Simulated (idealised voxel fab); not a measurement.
Documented hereafter: the process module known as voxel self aligned vias.
Pictured: cross-section cut, 285 nm wide, on a grid of 5 nm square cells.
Cross-section layout: square cells on a grid; listed as bands, top to bottom; a band spans one or more cell rows.
Band: top height; bottom height; in nm. Then, left to right: material with width in nm, for each material. "throughout": a single material spanning edge to edge. "empty": empty space.
Height is counted from the level 0, under which the received wafer is composed throughout of one material. The lowest of the bands is not closed at the bottom but continues downward, in the notation "0 -> down".
A width such as "30 to 40" changes by the same amount from each row of cells to the next, from the band's top row to its bottom row.
Key: "no change occurred" - step with no changed cell in the cross-section.
Basically, "Closed cavity list" tells you about the enclosed voids: empty spaces with no open way to the top, 8 cells or bigger, each written width x height at distance, where distance is from the left edge, all in nm.
It should be noted that, on the line of a given step, the content following the step's settings is a remark produced by the simulator itself with respect to that step.
overlay nm: step with mask; distance mask lay right of planned place; negative value = left of planned place.
Process steps (planned):
1: op RECEIVE | material Si
2: op CONFORMAL_DEP | material SiO2 | thk nm 15
3: op CONFORMAL_DEP | material SiCN | thk nm 5
4: op DIRECTIONAL_DEP | material SiO2 | thk nm 20
5: op PATTERN | tone open | mask id LINES | material resist | width nm 20 | pitch nm 45 | thk nm 15 | overlay nm 0
6: op DIRECTIONAL_ETCH | etch materials SiO2 | depth nm 20
7: op STRIP | etch materials resist
8: op CONFORMAL_DEP | material TiN | thk nm 5
9: op FILL_DEP | material W | thk nm 5
10: op CMP | height nm 40
11: op SELECTIVE_ETCH | etch materials W Ru TiN | depth nm 5
12: op FILL_DEP | material SiN | thk nm 10
13: op CMP | height nm 40
14: op DIRECTIONAL_DEP | material SiO2 | thk nm 15
15: op DIRECTIONAL_DEP | material aC | thk nm 15
16: op PATTERN | tone open | mask id VIAS | material resist | width nm 30 | thk nm 30 | overlay nm 0
17: op DIRECTIONAL_ETCH | etch materials aC | depth nm 15
18: op STRIP | etch materials resist
19: op DIRECTIONAL_ETCH | etch materials SiO2 | depth nm 15
20: op DIRECTIONAL_ETCH | etch materials SiN | depth nm 5
21: op STRIP | etch materials aC
22: op CONFORMAL_DEP | material TiN | thk nm 5
23: op FILL_DEP | material W | thk nm 5
24: op CMP | height nm 55
25: op CONFORMAL_DEP | material SiN | thk nm 5
First of two wafers, with the run carried out as planned:
Delivered wafer in cross-section: state after step 1:
- 0 -> down | Si throughout
- Closed cavity list: none
Cross-section through the wafer, step 2 finished:
- 15 -> 0 | SiO2 throughout
- Beneath the level 0, the cross-section is identical to its previous state.
Cross-section through the wafer, step 3 finished:
- 20 -> 15 | SiCN throughout
- Beneath the level 15, the cross-section is identical to its previous state.
Cross-section through the wafer, step 4 finished:
- 40 -> 20 | SiO2 throughout
- Beneath the level 20, the cross-section is identical to its previous state.
Cross-section through the wafer, step 5 finished:
- 55 -> 40 | resist: 110 / empty: 20 / resist: 25 / empty: 20 / resist: 110
- Beneath the level 40, the cross-section is identical to its previous state.
Cross-section through the wafer, step 6 finished:
- 55 -> 40 | resist: 110 / empty: 20 / resist: 25 / empty: 20 / resist: 110
- 40 -> 20 | SiO2: 110 / empty: 20 / SiO2: 25 / empty: 20 / SiO2: 110
- Beneath the level 20, the cross-section is identical to its previous state.
Cross-section through the wafer, step 7 finished:
- 40 -> 20 | SiO2: 110 / empty: 20 / SiO2: 25 / empty: 20 / SiO2: 110
- Beneath the level 20, the cross-section is identical to its previous state.
Cross-section through the wafer, step 8 finished:
- 45 -> 40 | TiN: 115 / empty: 10 / TiN: 35 / empty: 10 / TiN: 115
- 40 -> 25 | SiO2: 110 / TiN: 5 / empty: 10 / TiN: 5 / SiO2: 25 / TiN: 5 / empty: 10 / TiN: 5 / SiO2: 110
- 25 -> 20 | SiO2: 110 / TiN: 20 / SiO2: 25 / TiN: 20 / SiO2: 110
- Beneath the level 20, the cross-section is identical to its previous state.
Cross-section through the wafer, step 9 finished:
- 50 -> 45 | W throughout
- 45 -> 40 | TiN: 115 / W: 10 / TiN: 35 / W: 10 / TiN: 115
- 40 -> 25 | SiO2: 110 / TiN: 5 / W: 10 / TiN: 5 / SiO2: 25 / TiN: 5 / W: 10 / TiN: 5 / SiO2: 110
- Beneath the level 25, the cross-section is identical to its previous state.
Cross-section through the wafer, step 10 finished:
- 40 -> 25 | SiO2: 110 / TiN: 5 / W: 10 / TiN: 5 / SiO2: 25 / TiN: 5 / W: 10 / TiN: 5 / SiO2: 110
- Beneath the level 25, the cross-section is identical to its previous state.
Cross-section through the wafer, step 11 finished:
- 40 -> 35 | SiO2: 110 / empty: 20 / SiO2: 25 / empty: 20 / SiO2: 110
- Beneath the level 35, the cross-section is identical to its previous state.
Cross-section through the wafer, step 12 finished:
- 50 -> 40 | SiN throughout
- 40 -> 35 | SiO2: 110 / SiN: 20 / SiO2: 25 / SiN: 20 / SiO2: 110
- Beneath the level 35, the cross-section is identical to its previous state.
Cross-section through the wafer, step 13 finished:
- 40 -> 35 | SiO2: 110 / SiN: 20 / SiO2: 25 / SiN: 20 / SiO2: 110
- Beneath the level 35, the cross-section is identical to its previous state.
Cross-section through the wafer, step 14 finished:
- 55 -> 40 | SiO2 throughout
- Beneath the level 40, the cross-section is identical to its previous state.
Cross-section through the wafer, step 15 finished:
- 70 -> 55 | aC throughout
- Beneath the level 55, the cross-section is identical to its previous state.
Cross-section through the wafer, step 16 finished:
- 100 -> 70 | resist: 105 / empty: 30 / resist: 150
- Beneath the level 70, the cross-section is identical to its previous state.
Cross-section through the wafer, step 17 finished:
- 85 -> 70 | resist: 105 / empty: 30 / resist: 150
- 70 -> 55 | aC: 105 / empty: 30 / aC: 150
- Beneath the level 55, the cross-section is identical to its previous state.
Cross-section through the wafer, step 18 finished:
- 70 -> 55 | aC: 105 / empty: 30 / aC: 150
- Beneath the level 55, the cross-section is identical to its previous state.
Cross-section through the wafer, step 19 finished:
- 70 -> 55 | aC: 105 / empty: 30 / aC: 150
- 55 -> 40 | SiO2: 105 / empty: 30 / SiO2: 150
- Beneath the level 40, the cross-section is identical to its previous state.
Cross-section through the wafer, step 20 finished:
- 70 -> 55 | aC: 105 / empty: 30 / aC: 150
- 55 -> 40 | SiO2: 105 / empty: 30 / SiO2: 150
- 40 -> 35 | SiO2: 110 / empty: 20 / SiO2: 25 / SiN: 20 / SiO2: 110
- Beneath the level 35, the cross-section is identical to its previous state.
Cross-section through the wafer, step 21 finished:
- 55 -> 40 | SiO2: 105 / empty: 30 / SiO2: 150
- Beneath the level 40, the cross-section is identical to its previous state.
Cross-section through the wafer, step 22 finished:
- 60 -> 55 | TiN: 110 / empty: 20 / TiN: 155
- 55 -> 45 | SiO2: 105 / TiN: 5 / empty: 20 / TiN: 5 / SiO2: 150
- 45 -> 40 | SiO2: 105 / TiN: 10 / empty: 10 / TiN: 10 / SiO2: 150
- 40 -> 35 | SiO2: 110 / TiN: 20 / SiO2: 25 / SiN: 20 / SiO2: 110
- Beneath the level 35, the cross-section is identical to its previous state.
Cross-section through the wafer, step 23 finished:
- 65 -> 60 | W throughout
- 60 -> 55 | TiN: 110 / W: 20 / TiN: 155
- 55 -> 45 | SiO2: 105 / TiN: 5 / W: 20 / TiN: 5 / SiO2: 150
- 45 -> 40 | SiO2: 105 / TiN: 10 / W: 10 / TiN: 10 / SiO2: 150
- Beneath the level 40, the cross-section is identical to its previous state.
Cross-section through the wafer, step 24 finished:
- 55 -> 45 | SiO2: 105 / TiN: 5 / W: 20 / TiN: 5 / SiO2: 150
- Beneath the level 45, the cross-section is identical to its previous state.
Cross-section through the wafer, step 25 finished:
- 60 -> 55 | SiN throughout
- Beneath the level 55, the cross-section is identical to its previous state.
Second wafer. Start and plan as for the first. One mistake made in running. Agrees with the first up to and including step 2:
What the second wafer looks like in cross-section when step 3 should have wrapped up:
- 35 -> 0 | SiO2 throughout
- Beneath the level 0, the cross-section is identical to its previous state.
What the second wafer looks like in cross-section when step 4 should have wrapped up:
- 40 -> 35 | SiCN throughout
- Beneath the level 35, the cross-section is identical to its previous state.
What the second wafer looks like in cross-section when step 5 should have wrapped up:
- 55 -> 40 | resist: 110 / empty: 20 / resist: 25 / empty: 20 / resist: 110
- Beneath the level 40, the cross-section is identical to its previous state.
What the second wafer looks like in cross-section when step 6 should have wrapped up: no change occurred
What the second wafer looks like in cross-section when step 7 should have wrapped up:
- 40 -> 35 | SiCN throughout
- Beneath the level 35, the cross-section is identical to its previous state.
What the second wafer looks like in cross-section when step 8 should have wrapped up:
- 45 -> 40 | TiN throughout
- Beneath the level 40, the cross-section is identical to its previous state.
What the second wafer looks like in cross-section when step 9 should have wrapped up:
- 50 -> 45 | W throughout
- Beneath the level 45, the cross-section is identical to its previous state.
What the second wafer looks like in cross-section when step 10 should have wrapped up:
- 40 -> 35 | SiCN throughout
- Beneath the level 35, the cross-section is identical to its previous state.
What the second wafer looks like in cross-section when step 11 should have wrapped up: no change occurred
What the second wafer looks like in cross-section when step 12 should have wrapped up:
- 50 -> 40 | SiN throughout
- Beneath the level 40, the cross-section is identical to its previous state.
What the second wafer looks like in cross-section when step 13 should have wrapped up:
- 40 -> 35 | SiCN throughout
- Beneath the level 35, the cross-section is identical to its previous state.
What the second wafer looks like in cross-section when step 14 should have wrapped up:
- 55 -> 40 | SiO2 throughout
- Beneath the level 40, the cross-section is identical to its previous state.
What the second wafer looks like in cross-section when step 15 should have wrapped up:
- 70 -> 55 | aC throughout
- Beneath the level 55, the cross-section is identical to its previous state.
What the second wafer looks like in cross-section when step 16 should have wrapped up:
- 100 -> 70 | resist: 105 / empty: 30 / resist: 150
- Beneath the level 70, the cross-section is identical to its previous state.
What the second wafer looks like in cross-section when step 17 should have wrapped up:
- 85 -> 70 | resist: 105 / empty: 30 / resist: 150
- 70 -> 55 | aC: 105 / empty: 30 / aC: 150
- Beneath the level 55, the cross-section is identical to its previous state.
What the second wafer looks like in cross-section when step 18 should have wrapped up:
- 70 -> 55 | aC: 105 / empty: 30 / aC: 150
- Beneath the level 55, the cross-section is identical to its previous state.
What the second wafer looks like in cross-section when step 19 should have wrapped up:
- 70 -> 55 | aC: 105 / empty: 30 / aC: 150
- 55 -> 40 | SiO2: 105 / empty: 30 / SiO2: 150
- Beneath the level 40, the cross-section is identical to its previous state.
What the second wafer looks like in cross-section when step 20 should have wrapped up: no change occurred
What the second wafer looks like in cross-section when step 21 should have wrapped up:
- 55 -> 40 | SiO2: 105 / empty: 30 / SiO2: 150
- Beneath the level 40, the cross-section is identical to its previous state.
What the second wafer looks like in cross-section when step 22 should have wrapped up:
- 60 -> 55 | TiN: 110 / empty: 20 / TiN: 155
- 55 -> 45 | SiO2: 105 / TiN: 5 / empty: 20 / TiN: 5 / SiO2: 150
- 45 -> 40 | SiO2: 105 / TiN: 30 / SiO2: 150
- Beneath the level 40, the cross-section is identical to its previous state.
What the second wafer looks like in cross-section when step 23 should have wrapped up:
- 65 -> 60 | W throughout
- 60 -> 55 | TiN: 110 / W: 20 / TiN: 155
- 55 -> 45 | SiO2: 105 / TiN: 5 / W: 20 / TiN: 5 / SiO2: 150
- Beneath the level 45, the cross-section is identical to its previous state.
What the second wafer looks like in cross-section when step 24 should have wrapped up:
- 55 -> 45 | SiO2: 105 / TiN: 5 / W: 20 / TiN: 5 / SiO2: 150
- Beneath the level 45, the cross-section is identical to its previous state.
What the second wafer looks like in cross-section when step 25 should have wrapped up:
- 60 -> 55 | SiN throughout
- Beneath the level 55, the cross-section is identical to its previous state.
What was done differently from what was planned? step 4 occupied the plan position of step 3, and the converse holds as well
At the finish, the second wafer shows more or fewer cells for some materials than the first does: SiN: 4 fewer; SiO2: 32 more; TiN: 18 fewer; W: 10 fewer
